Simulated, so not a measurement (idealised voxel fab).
process module | voxel ribs on slabs
cross-section cut | 245 nm wide | cells 5 nm
A cross-section is a grid of square cells, given in bands from the top down. A band is one or more rows of cells.
Each band's line starts with the height of the band's top and of its bottom, in nm. Then come its materials from left to right, each with its width in nm. One material with "throughout" fills the band from edge to edge. "air" is empty space.
Height 0 is the level under which the wafer as received is all one material. The lowest band goes on downwards, as in "0 down".
A width such as "30 to 40" changes by the same amount from each row of cells to the next, from the band's top row to its bottom row.
"no change" after a step means that no cell of the cross-section changed.
closed voids: empty space of 8 cells or more with no open way to the top, each as width x height at its distance from the left edge, in nm
after a step's settings: what the simulator itself notes on the step
overlay nm, on a step with a mask: how far to the right of its planned place the mask lay; to the left if negative
plan
1 op RECEIVE | material Si
2 op DIRECTIONAL_DEP | material SiO2 | thk nm 20
3 op DIRECTIONAL_DEP | material SiN | thk nm 20
4 op MASKED_ETCH | tone cover | mask id RIB | width nm 15 | etch materials SiN | depth nm 10 | overlay nm 0
5 op MASKED_ETCH | tone cover | mask id SLAB | width nm 45 | etch materials SiN | depth nm 10 | overlay nm 0
6 op FILL_DEP | material SiO2 | thk nm 25
7 op CMP | height nm 55
8 op DIRECTIONAL_DEP | material W | thk nm 10
9 op DIRECTIONAL_DEP | material aC | thk nm 15
10 op PATTERN | tone cover | mask id HEATER | material resist | width nm 25 | thk nm 30 | overlay nm 0
11 op DIRECTIONAL_ETCH | etch materials aC | depth nm 15
12 op STRIP | etch materials resist
13 op DIRECTIONAL_ETCH | etch materials W | depth nm 10
14 op STRIP | etch materials aC
15 op CONFORMAL_DEP | material SiO2 | thk nm 5
first wafer, as planned
as received, after step 1
  0 down: Si throughout
  closed voids: none
after step 2
  20 to 0: SiO2 throughout
  below 0: unchanged
after step 3
  40 to 20: SiN throughout
  below 20: unchanged
after step 4
  40 to 30: air 115 | SiN 15 | air 115
  below 30: unchanged
after step 5
  40 to 30: air 115 | SiN 15 | air 115
  30 to 20: air 100 | SiN 45 | air 100
  below 20: unchanged
after step 6
  65 to 40: SiO2 throughout
  40 to 30: SiO2 115 | SiN 15 | SiO2 115
  30 to 20: SiO2 100 | SiN 45 | SiO2 100
  below 20: unchanged
after step 7
  55 to 40: SiO2 throughout
  below 40: unchanged
after step 8
  65 to 55: W throughout
  below 55: unchanged
after step 9
  80 to 65: aC throughout
  below 65: unchanged
after step 10
  110 to 80: air 110 | resist 25 | air 110
  below 80: unchanged
after step 11
  95 to 80: air 110 | resist 25 | air 110
  80 to 65: air 110 | aC 25 | air 110
  below 65: unchanged
after step 12
  80 to 65: air 110 | aC 25 | air 110
  below 65: unchanged
after step 13
  80 to 65: air 110 | aC 25 | air 110
  65 to 55: air 110 | W 25 | air 110
  below 55: unchanged
after step 14
  65 to 55: air 110 | W 25 | air 110
  below 55: unchanged
after step 15
  70 to 65: air 105 | SiO2 35 | air 105
  65 to 60: air 105 | SiO2 5 | W 25 | SiO2 5 | air 105
  60 to 55: SiO2 110 | W 25 | SiO2 110
  below 55: unchanged
second wafer: like start, like plan, one mistake. Through step 4 it matches the first wafer
when step 5 should have ended
  40 to 30: air 115 | SiN 15 | air 115
  30 to 20: air 105 | SiN 35 | air 105
  below 20: unchanged
when step 6 should have ended
  65 to 40: SiO2 throughout
  40 to 30: SiO2 115 | SiN 15 | SiO2 115
  30 to 20: SiO2 105 | SiN 35 | SiO2 105
  below 20: unchanged
when step 7 should have ended
  55 to 40: SiO2 throughout
  below 40: unchanged
when step 8 should have ended
  65 to 55: W throughout
  below 55: unchanged
when step 9 should have ended
  80 to 65: aC throughout
  below 65: unchanged
when step 10 should have ended
  110 to 80: air 110 | resist 25 | air 110
  below 80: unchanged
when step 11 should have ended
  95 to 80: air 110 | resist 25 | air 110
  80 to 65: air 110 | aC 25 | air 110
  below 65: unchanged
when step 12 should have ended
  80 to 65: air 110 | aC 25 | air 110
  below 65: unchanged
when step 13 should have ended
  80 to 65: air 110 | aC 25 | air 110
  65 to 55: air 110 | W 25 | air 110
  below 55: unchanged
when step 14 should have ended
  65 to 55: air 110 | W 25 | air 110
  below 55: unchanged
when step 15 should have ended
  70 to 65: air 105 | SiO2 35 | air 105
  65 to 60: air 105 | SiO2 5 | W 25 | SiO2 5 | air 105
  60 to 55: SiO2 110 | W 25 | SiO2 110
  below 55: unchanged
what went wrong: step 5 ran as: op MASKED_ETCH | tone cover | mask id SLAB | width nm 35 | etch materials SiN | depth nm 10 | overlay nm 0
at the end the second wafer has, in cells: 4 fewer of SiN | 4 more of SiO2
